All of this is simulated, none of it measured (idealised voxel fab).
process module | voxel tone inversion
cross-section cut | 280 nm wide | cells 5 nm
A cross-section is a grid of square cells, given in bands from the top down. A band is one or more rows of cells.
Each band's line starts with the height of the band's top and of its bottom, in nm. Then come its materials from left to right, each with its width in nm. One material with "throughout" fills the band from edge to edge. "air" is empty space.
Height 0 is the level under which the wafer as received is all one material. The lowest band goes on downwards, as in "0 down".
A width such as "30 to 40" changes by the same amount from each row of cells to the next, from the band's top row to its bottom row.
"no change" after a step means that no cell of the cross-section changed.
closed voids: empty space of 8 cells or more with no open way to the top, each as width x height at its distance from the left edge, in nm
after a step's settings: what the simulator itself notes on the step
overlay nm, on a step with a mask: how far to the right of its planned place the mask lay; to the left if negative
plan
1 op RECEIVE | material Si
2 op CONFORMAL_DEP | material SiN | thk nm 10
3 op DIRECTIONAL_DEP | material aC | thk nm 20
4 op PATTERN | tone cover | mask id POSTS | material resist | width nm 15 | pitch nm 40 | thk nm 25 | overlay nm 0
5 op DIRECTIONAL_ETCH | etch materials aC | depth nm 20
6 op STRIP | etch materials resist
7 op FILL_DEP | material lowk | thk nm 5
8 op CMP | height nm 30
9 op STRIP | etch materials aC
10 op CONFORMAL_DEP | material TiN | thk nm 5
11 op FILL_DEP | material Ru | thk nm 5
12 op CMP | height nm 30
13 op CONFORMAL_DEP | material SiN | thk nm 5
varied across the wafers: width nm of step 4. The plan shows the first wafer's value. All wafers start alike
first wafer as received, after step 1
  0 down: Si throughout
  closed voids: none
first wafer at the end, after step 13
  35 to 30: SiN throughout
  30 to 15: lowk 90 | TiN 5 | Ru 5 | TiN 5 | lowk 25 | TiN 5 | Ru 5 | TiN 5 | lowk 25 | TiN 5 | Ru 5 | TiN 5 | lowk 95
  15 to 10: lowk 90 | TiN 15 | lowk 25 | TiN 15 | lowk 25 | TiN 15 | lowk 95
  10 to 0: SiN throughout
  0 down: Si throughout
  closed voids: none
last wafer at the end
  35 to 30: SiN throughout
  30 to 15: lowk 85 | TiN 5 | Ru 15 | TiN 5 | lowk 15 | TiN 5 | Ru 15 | TiN 5 | lowk 15 | TiN 5 | Ru 15 | TiN 5 | lowk 90
  15 to 10: lowk 85 | TiN 25 | lowk 15 | TiN 25 | lowk 15 | TiN 25 | lowk 90
  10 to 0: SiN throughout
  0 down: Si throughout
  closed voids: none
each wafer at the end: cells of each material gained (+) or lost (-) since it was received, then its closed voids
width nm 15 | +9 Ru | +168 SiN | +27 TiN | +188 lowk | closed voids: none
width nm 20 | +18 Ru | +168 SiN | +30 TiN | +176 lowk | closed voids: none
width nm 25 | +27 Ru | +168 SiN | +33 TiN | +164 lowk | closed voids: none
